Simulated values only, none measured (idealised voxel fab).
A process module follows: voxel self aligned vias.
The figure presents cross-section cut, which has a width of 225 nm and is divided into square cells with an edge length of 5 nm.
In what follows, cross-sections appear as grids of square cells, described through bands that run from the top down, where every band is one or more rows of cells. The entry gives the band's vertical extent as a top height and a bottom height in nm, then its horizontal make-up as materials from left to right, each with a width in nm. "air" stands for empty space; a single material marked "throughout" fills the band edge to edge. Zero point of the height axis is 0; under it, received wafer = one material. Lowest band: continues down indefinitely, "0..down". The expression "30 to 40" gives the width at the extremes of the band, the first number at its top row of cells and the second at its bottom row, with the width changing by equal amounts from each row to the next in between. "remains unaltered" for a step: no cell of the cross-section changed in that step. The entry titled "Voids, fully enclosed" provides the empty spaces that have no open way to the top, restricted to those of 8 cells or more. Each is presented as width x height at distance, the distance being measured from the left edge, with all three in nm. The remark found on a step's line after its settings is issued by the simulator itself and pertains to that step. For masked steps, "overlay nm" on the step line gives how far right of plan the mask actually lay; a minus sign means it lay to the left.
-- Process steps (planned)
| 1 | RECEIVE (material Si) |
| 2 | CONFORMAL_DEP (material SiO2; thk nm 10) |
| 3 | CONFORMAL_DEP (material SiCN; thk nm 5) |
| 4 | DIRECTIONAL_DEP (material lowk; thk nm 20) |
| 5 | PATTERN (tone open; mask id LINES; material resist; width nm 20; pitch nm 60; thk nm 15; overlay nm 0) |
| 6 | DIRECTIONAL_ETCH (etch materials lowk; depth nm 20) |
| 7 | STRIP (etch materials resist) |
| 8 | CONFORMAL_DEP (material TiN; thk nm 5) |
| 9 | FILL_DEP (material W; thk nm 5) |
| 10 | CMP (height nm 35) |
| 11 | SELECTIVE_ETCH (etch materials W Ru TiN; depth nm 5) |
| 12 | FILL_DEP (material SiN; thk nm 10) |
| 13 | CMP (height nm 35) |
| 14 | DIRECTIONAL_DEP (material lowk; thk nm 15) |
| 15 | DIRECTIONAL_DEP (material aC; thk nm 15) |
| 16 | PATTERN (tone open; mask id VIAS; material resist; width nm 40; pitch nm 60; thk nm 30; overlay nm 0) |
| 17 | DIRECTIONAL_ETCH (etch materials aC; depth nm 15) |
| 18 | STRIP (etch materials resist) |
| 19 | DIRECTIONAL_ETCH (etch materials lowk; depth nm 15) |
| 20 | DIRECTIONAL_ETCH (etch materials SiN; depth nm 5) |
| 21 | STRIP (etch materials aC) |
| 22 | CONFORMAL_DEP (material TiN; thk nm 5) |
| 23 | FILL_DEP (material Cu; thk nm 5) |
| 24 | CMP (height nm 50) |
| 25 | CONFORMAL_DEP (material SiN; thk nm 5) |
-- As-received state of the wafer in cross-section, equivalent to post-step 1
- 0..down  Si throughout
- Voids, fully enclosed: none
-- Cross-sectional view of the first of the two wafers upon completion of the module, processed in accordance with the plan
- 55..50  SiN throughout
- 50..40  60 lowk | 5 TiN | 30 Cu | 5 TiN | 20 lowk | 5 TiN | 30 Cu | 5 TiN | 65 lowk
- 40..35  60 lowk | 15 TiN | 10 Cu | 15 TiN | 20 lowk | 15 TiN | 10 Cu | 15 TiN | 65 lowk
- 35..30  70 lowk | 20 TiN | 40 lowk | 20 TiN | 75 lowk
- 30..20  70 lowk | 5 TiN | 10 W | 5 TiN | 40 lowk | 5 TiN | 10 W | 5 TiN | 75 lowk
- 20..15  70 lowk | 20 TiN | 40 lowk | 20 TiN | 75 lowk
- 15..10  SiCN throughout
- 10..0  SiO2 throughout
- 0..down  Si throughout
- Voids, fully enclosed: none
-- Wafer two, sectioned after the module: the first wafer's start, the first wafer's plan, and one mistake in how it was run
- 55..50  SiN throughout
- 50..35  60 lowk | 5 TiN | 30 Cu | 5 TiN | 20 lowk | 5 TiN | 30 Cu | 5 TiN | 65 lowk
- 35..30  60 SiN | 40 TiN | 20 SiN | 40 TiN | 65 SiN
- 30..15  70 lowk | 5 TiN | 10 W | 5 TiN | 40 lowk | 5 TiN | 10 W | 5 TiN | 75 lowk
- 15..10  70 lowk | 20 TiN | 40 lowk | 20 TiN | 75 lowk
- 10..0  SiO2 throughout
- 0..down  Si throughout
- Voids, fully enclosed: none
Where did the run depart from the plan? heads up, step 3 of the plan was skipped and never actually ran
The closing comparison, in cells, has the second wafer with more or fewer of some materials than the first: Cu +8; SiCN -45; SiN +29; TiN +4; W +4
